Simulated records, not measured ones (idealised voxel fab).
Process module in this document: voxel self aligned vias
Xsec cut, 170 nm wide, square cell size 5 nm.
When this document writes out a cross-section, it uses a grid of square cells and lists it as bands, beginning at the top and moving down, with a band standing for one or more rows of cells.
Read a band's entry like this: the first values are the height of its top and the height of its bottom in nm, and what follows is the sequence of materials from left to right, each with its width in nm. Note that "air" is empty space, and that a single material marked "all across" reaches across the band from edge to edge.
A quick word on heights: they are counted from 0, and under that level the wafer as it came to us is one material throughout. The lowest band is different from the rest in having no bottom; it simply continues downward, written as in "top 0, no bottom".
Top row gets the first number, bottom row gets the second, and each row in between changes by the same step: that is how a band width like "30->40" works.
Step note "no change" = no cross-section cell changed.
Voids not open to the top, 8 cells minimum: see "Closed void catalog". Written width x height at distance; distance is from the left edge; nm.
Text after the settings on a step's line: the simulator's own remark on that step.
"overlay nm" denotes, for a step that has a mask, the displacement of the mask to the right of its planned place, with negative values corresponding to the left.
**The following list gives the planned process steps**
1: RECEIVE with material Si
2: CONFORMAL_DEP with material SiO2, thk nm 15
3: CONFORMAL_DEP with material SiCN, thk nm 5
4: DIRECTIONAL_DEP with material lowk, thk nm 20
5: PATTERN with tone open, mask id LINES, material resist, width nm 20, pitch nm 55, thk nm 20, overlay nm 0
6: DIRECTIONAL_ETCH with etch materials lowk, depth nm 20
7: STRIP with etch materials resist
8: CONFORMAL_DEP with material TiN, thk nm 5
9: FILL_DEP with material Ru, thk nm 5
10: CMP with height nm 40
11: SELECTIVE_ETCH with etch materials W Ru TiN, depth nm 10
12: FILL_DEP with material SiN, thk nm 10
13: CMP with height nm 40
14: DIRECTIONAL_DEP with material lowk, thk nm 20
15: MASKED_ETCH with tone open, mask id VIAS, width nm 30, pitch nm 110, etch materials lowk, depth nm 20, overlay nm 0
16: MASKED_ETCH with tone open, mask id VIAS, width nm 30, pitch nm 110, etch materials SiN, depth nm 10, overlay nm 0
17: CONFORMAL_DEP with material TiN, thk nm 5
18: FILL_DEP with material Ru, thk nm 10
19: CMP with height nm 60
20: CONFORMAL_DEP with material SiN, thk nm 5
**Wafer at receipt (post step 1), cross-section**
    top 0, no bottom = Si all across
    Closed void catalog: none
**first wafer at the end, as planned**
    top 65, bottom 60 = SiN all across
    top 60, bottom 45 = 15 of lowk | 5 of TiN | 20 of Ru | 5 of TiN | 80 of lowk | 5 of TiN | 20 of Ru | 5 of TiN | 15 of lowk
    top 45, bottom 40 = 15 of lowk | 10 of TiN | 10 of Ru | 10 of TiN | 80 of lowk | 10 of TiN | 10 of Ru | 10 of TiN | 15 of lowk
    top 40, bottom 35 = 20 of lowk | 5 of TiN | 10 of Ru | 5 of TiN | 35 of lowk | 20 of SiN | 35 of lowk | 5 of TiN | 10 of Ru | 5 of TiN | 20 of lowk
    top 35, bottom 30 = 20 of lowk | 20 of TiN | 35 of lowk | 20 of SiN | 35 of lowk | 20 of TiN | 20 of lowk
    top 30, bottom 25 = 20 of lowk | 5 of TiN | 10 of Ru | 5 of TiN | 35 of lowk | 5 of TiN | 10 of Ru | 5 of TiN | 35 of lowk | 5 of TiN | 10 of Ru | 5 of TiN | 20 of lowk
    top 25, bottom 20 = 20 of lowk | 20 of TiN | 35 of lowk | 20 of TiN | 35 of lowk | 20 of TiN | 20 of lowk
    top 20, bottom 15 = SiCN all across
    top 15, bottom 0 = SiO2 all across
    top 0, no bottom = Si all across
    Closed void catalog: none
**Second of two wafers, module complete, sectioned: it shares the first wafer's start and plan but was run with one mistake**
    top 80, bottom 75 = SiN all across
    top 75, bottom 65 = Ru all across
    top 65, bottom 60 = 20 of TiN | 20 of Ru | 90 of TiN | 20 of Ru | 20 of TiN
    top 60, bottom 45 = 15 of lowk | 5 of TiN | 20 of Ru | 5 of TiN | 80 of lowk | 5 of TiN | 20 of Ru | 5 of TiN | 15 of lowk
    top 45, bottom 40 = 15 of lowk | 10 of TiN | 10 of Ru | 10 of TiN | 80 of lowk | 10 of TiN | 10 of Ru | 10 of TiN | 15 of lowk
    top 40, bottom 35 = 20 of lowk | 5 of TiN | 10 of Ru | 5 of TiN | 35 of lowk | 20 of SiN | 35 of lowk | 5 of TiN | 10 of Ru | 5 of TiN | 20 of lowk
    top 35, bottom 30 = 20 of lowk | 20 of TiN | 35 of lowk | 20 of SiN | 35 of lowk | 20 of TiN | 20 of lowk
    top 30, bottom 25 = 20 of lowk | 5 of TiN | 10 of Ru | 5 of TiN | 35 of lowk | 5 of TiN | 10 of Ru | 5 of TiN | 35 of lowk | 5 of TiN | 10 of Ru | 5 of TiN | 20 of lowk
    top 25, bottom 20 = 20 of lowk | 20 of TiN | 35 of lowk | 20 of TiN | 35 of lowk | 20 of TiN | 20 of lowk
    top 20, bottom 15 = SiCN all across
    top 15, bottom 0 = SiO2 all across
    top 0, no bottom = Si all across
    Closed void catalog: none
Want to know what went wrong? plan step 19 never ran because it was skipped
FYI, end of process, the second wafer has more or fewer cells of some materials than the first: +76 Ru; +26 TiN
